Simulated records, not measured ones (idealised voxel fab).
The process module presented herein is designated voxel self aligned vias.
The width of the displayed cross-section, cut, is 265 nm; its cells are square, with a size of 5 nm.
In this document a cross-section is written as a grid of square cells. It is given as a series of bands, listed from the top down, and a band is one or more rows of cells.
Band: top and bottom heights (nm) first, top before bottom; then materials from left to right, widths in nm. "edge to edge" marks a sole material filling the band edge to edge. "blank" denotes empty space.
All heights in this document are referenced to 0, defined as the level beneath which the wafer, as received, consists entirely of one material. The lowest band is not bounded below; it extends indefinitely downward and is written in the form "0..down".
Quick explanation for "30 to 40": the width changes in equal steps down the rows of cells, from the first number in the band's top row to the second number in its bottom row.
Given "no alteration" for a step, no cell of the cross-section differs between before and after that step.
Entry "Sealed internal voids". Content: empty spaces with no open connection to the top, size 8 cells or greater. Each: width x height at distance. Distance: from left edge. Unit: nm.
Whatever follows a step's settings on its line is a remark the simulator itself makes about that step.
A step line may carry the setting "overlay nm", which, for steps involving a mask, states the distance by which the mask lay to the right of its intended position; negative values denote displacement to the left.

PLANNED PROCESS STEPS
1. RECEIVE with material Si
2. CONFORMAL_DEP with material SiO2, thk nm 15
3. CONFORMAL_DEP with material SiCN, thk nm 5
4. DIRECTIONAL_DEP with material lowk, thk nm 30
5. PATTERN with tone open, mask id LINES, material resist, width nm 20, pitch nm 65, thk nm 20, overlay nm 0
6. DIRECTIONAL_ETCH with etch materials lowk, depth nm 30
7. STRIP with etch materials resist
8. CONFORMAL_DEP with material TiN, thk nm 5
9. FILL_DEP with material W, thk nm 5
10. CMP with height nm 50
11. SELECTIVE_ETCH with etch materials W Ru TiN, depth nm 5
12. FILL_DEP with material SiN, thk nm 10
13. CMP with height nm 50
14. DIRECTIONAL_DEP with material lowk, thk nm 20
15. DIRECTIONAL_DEP with material aC, thk nm 10
16. PATTERN with tone open, mask id VIAS, material resist, width nm 40, pitch nm 65, thk nm 30, overlay nm 0
17. DIRECTIONAL_ETCH with etch materials aC, depth nm 10
18. STRIP with etch materials resist
19. DIRECTIONAL_ETCH with etch materials lowk, depth nm 20
20. DIRECTIONAL_ETCH with etch materials SiN, depth nm 5
21. STRIP with etch materials aC
22. CONFORMAL_DEP with material TiN, thk nm 5
23. FILL_DEP with material W, thk nm 5
24. CMP with height nm 70
25. CONFORMAL_DEP with material SiCN, thk nm 5

CROSS-SECTION: WAFER ON ARRIVAL = AFTER STEP 1
- 0..down | Si edge to edge
- Sealed internal voids: none

RUN AS PLANNED - FIRST OF THE TWO WAFERS CROSS-SECTIONED AT THE END OF THE MODULE
- 75..70 | SiCN edge to edge
- 70..55 | 80 lowk; 5 TiN; 30 W; 5 TiN; 25 lowk; 5 TiN; 30 W; 5 TiN; 80 lowk
- 55..50 | 80 lowk; 15 TiN; 10 W; 15 TiN; 25 lowk; 15 TiN; 10 W; 15 TiN; 80 lowk
- 50..45 | 90 lowk; 20 TiN; 45 lowk; 20 TiN; 90 lowk
- 45..25 | 90 lowk; 5 TiN; 10 W; 5 TiN; 45 lowk; 5 TiN; 10 W; 5 TiN; 90 lowk
- 25..20 | 90 lowk; 20 TiN; 45 lowk; 20 TiN; 90 lowk
- 20..15 | SiCN edge to edge
- 15..0 | SiO2 edge to edge
- 0..down | Si edge to edge
- Sealed internal voids: none

CROSS-SECTION AT END OF MODULE FOR THE SECOND WAFER OF TWO, WHICH MATCHED THE FIRST IN STARTING POINT AND PLAN AND DIFFERED BY ONE MISTAKE IN ITS PROCESSING
- 75..70 | SiCN edge to edge
- 70..55 | 80 lowk; 5 TiN; 30 W; 5 TiN; 25 lowk; 5 TiN; 30 W; 5 TiN; 80 lowk
- 55..50 | 80 lowk; 40 TiN; 25 lowk; 40 TiN; 80 lowk
- 50..45 | 80 SiN; 10 TiN; 20 lowk; 10 TiN; 25 SiN; 10 TiN; 20 lowk; 10 TiN; 80 SiN
- 45..25 | 85 W; 5 TiN; 20 lowk; 5 TiN; 35 W; 5 TiN; 20 lowk; 5 TiN; 85 W
- 25..20 | 90 TiN; 20 lowk; 45 TiN; 20 lowk; 90 TiN
- 20..15 | SiCN edge to edge
- 15..0 | SiO2 edge to edge
- 0..down | Si edge to edge
- Sealed internal voids: none
Here's what went sideways: step 5 changed vs plan, executed as PATTERN with tone cover, mask id LINES, material resist, width nm 20, pitch nm 65, thk nm 20, overlay nm 0
Counted in cells at the end, the second wafer holds more or fewer of these materials than the first: 37 more of SiN, 41 more of TiN, 144 more of W, 222 fewer of lowk
